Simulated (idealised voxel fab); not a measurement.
The process module presented herein is designated voxel spacer lines.
It is cross-section cut that appears here, measuring 175 nm in width, its square cells being 5 nm in size.
How to read a cross-section here: the picture is a grid of square cells, written as bands going from the top down, and any band can span one or more rows of cells. Heads up on the band format: heights come first, top then bottom, in nm. After that it's the materials left to right, each with its width in nm. A single material flagged "all across" fills the whole band edge to edge, and "empty" means there's empty space there. Counting heights begins at 0, where everything beneath is, in the wafer as received, one material. The lowest band has no bottom; it goes on downwards, as "0..down" shows. You'd read "30 to 40" like this: the band's top row of cells is as wide as the first number, its bottom row is as wide as the second, and going down, every row changes width by the same amount as the row before did. For the purposes of this document, the phrase "nothing different" attached to a step denotes that no cell within the cross-section was modified by that step. This entry, "Enclosed void list", enumerates those empty regions of no fewer than 8 cells that possess no open connection to the top. Each region is reported in the form width x height at distance, the distance being taken from the left edge, with all three quantities expressed in nm. Anything after a step's settings on that line? It's the simulator's own note about the step. On any step carrying a mask, the "overlay nm" setting, if present on the step's line, tells how far right of its planned place the mask lay; negative values point to the left.
Process steps (planned):
1,RECEIVE (material Si)
2,CONFORMAL_DEP (material Al2O3; thk nm 10)
3,DIRECTIONAL_DEP (material polySi; thk nm 20)
4,DIRECTIONAL_DEP (material aC; thk nm 30)
5,PATTERN (tone cover; mask id MANDREL; material resist; width nm 15; pitch nm 60; thk nm 40; overlay nm 0)
6,DIRECTIONAL_ETCH (etch materials aC; depth nm 30)
7,STRIP (etch materials resist)
8,CONFORMAL_DEP (material SiN; thk nm 10)
9,DIRECTIONAL_ETCH (etch materials SiN; depth nm 10)
10,STRIP (etch materials aC)
11,DIRECTIONAL_ETCH (etch materials polySi; depth nm 20)
12,STRIP (etch materials SiN)
13,FILL_DEP (material SiO2; thk nm 5)
14,CMP (height nm 30)
Don't read the plan's width nm for step 5 as applying to every wafer: that's the first wafer's value, and the wafers differ in it, though they all start identical.
Cross-section: the first of several wafers in its as-received state, i.e. following step 1:
> 0..down | Si all across
> Enclosed void list: none
Each row below is a wafer at the end of the module, listing for every material the number of cells it has gained (+) or lost (-) since it was received, followed by its closed voids:
width nm 15, +70 Al2O3, +108 SiO2, +32 polySi, Enclosed void list: none
width nm 20, +70 Al2O3, +108 SiO2, +32 polySi, Enclosed void list: none
width nm 25, +70 Al2O3, +108 SiO2, +32 polySi, Enclosed void list: none
width nm 30, +70 Al2O3, +108 SiO2, +32 polySi, Enclosed void list: none
width nm 35, +70 Al2O3, +108 SiO2, +32 polySi, Enclosed void list: none
